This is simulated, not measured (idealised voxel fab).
process module | voxel self aligned contacts
cross-section cut | 180 nm wide | cells 5 nm
A cross-section in this document is a grid of square cells, and it is written down as bands, the top band listed before the ones below it; a band is made up of one or more rows of cells.
First you get the band's top height and its bottom height, in nm, and then the materials it's made of, left to right, with each width in nm. If you see a single material with "throughout", that one covers the band edge to edge. "empty" is empty space.
Height reference: 0 = level under which incoming wafer is all one material. Lowest band: no bottom, runs on downward, e.g. "0 -> down".
Note: "30->40" means the width goes from the first number (top row of the band) to the second number (bottom row) in equal steps per row of cells.
"no modification", as given for a step, is the statement that not any cell of the cross-section underwent a change during that step.
"Sealed void list" contains a list of empty spaces, each no smaller than 8 cells and without an open way to the top, written in the form width x height at distance with the distance from the left edge and all three in nm.
Step line, after settings: the simulator's comment on this step.
The setting "overlay nm" may be written on the line of a step. When the step uses a mask, the value reports how far to the right of the planned place the mask lay, and a negative value reports that it lay to the left.
Process steps (planned):
1) RECEIVE | material Si
2) CONFORMAL_DEP | material SiO2 | thk nm 5
3) DIRECTIONAL_DEP | material polySi | thk nm 30
4) DIRECTIONAL_DEP | material SiN | thk nm 20
5) MASKED_ETCH | tone cover | mask id GATE | width nm 30 | pitch nm 65 | etch materials SiN | depth nm 20 | overlay nm 0
6) MASKED_ETCH | tone cover | mask id GATE | width nm 30 | pitch nm 65 | etch materials polySi | depth nm 30 | overlay nm 0
7) CONFORMAL_DEP | material SiN | thk nm 10
8) DIRECTIONAL_ETCH | etch materials SiN | depth nm 10
9) FILL_DEP | material SiO2 | thk nm 15
10) CMP | height nm 65
11) PATTERN | tone open | mask id CONTACT | material resist | width nm 45 | thk nm 20 | overlay nm 0
12) DIRECTIONAL_ETCH | etch materials SiO2 | depth nm 65
13) STRIP | etch materials resist
14) CONFORMAL_DEP | material TiN | thk nm 5
15) FILL_DEP | material Ru | thk nm 10
16) CMP | height nm 65
17) CONFORMAL_DEP | material SiN | thk nm 5
Here's what the wafer looked like in cross-section when it arrived - that's after step 1:
0 -> down: Si throughout
Sealed void list: none
The following cross-section depicts the wafer upon conclusion of the module. Processing commenced from the starting condition illustrated above and adhered to the plan illustrated above, save for one mistake in execution:
70 -> 65: SiN throughout
65 -> 55: Ru=60->25 | TiN=5->40 | SiO2=45 | TiN=5->40 | Ru=65->30
55 -> 35: Ru=25 | TiN=5 | SiN=50 | SiO2=15 | SiN=50 | TiN=5 | Ru=30
35 -> 5: Ru=25 | TiN=5 | SiN=10 | polySi=30 | SiN=10 | SiO2=15 | SiN=10 | polySi=30 | SiN=10 | TiN=5 | Ru=30
5 -> 0: TiN=30 | SiO2=115 | TiN=35
0 -> down: Si throughout
Sealed void list: none
Deviation from plan: heads up, step 11 didn't go per plan, it actually ran as PATTERN | tone cover | mask id CONTACT | material resist | width nm 45 | thk nm 20 | overlay nm 0
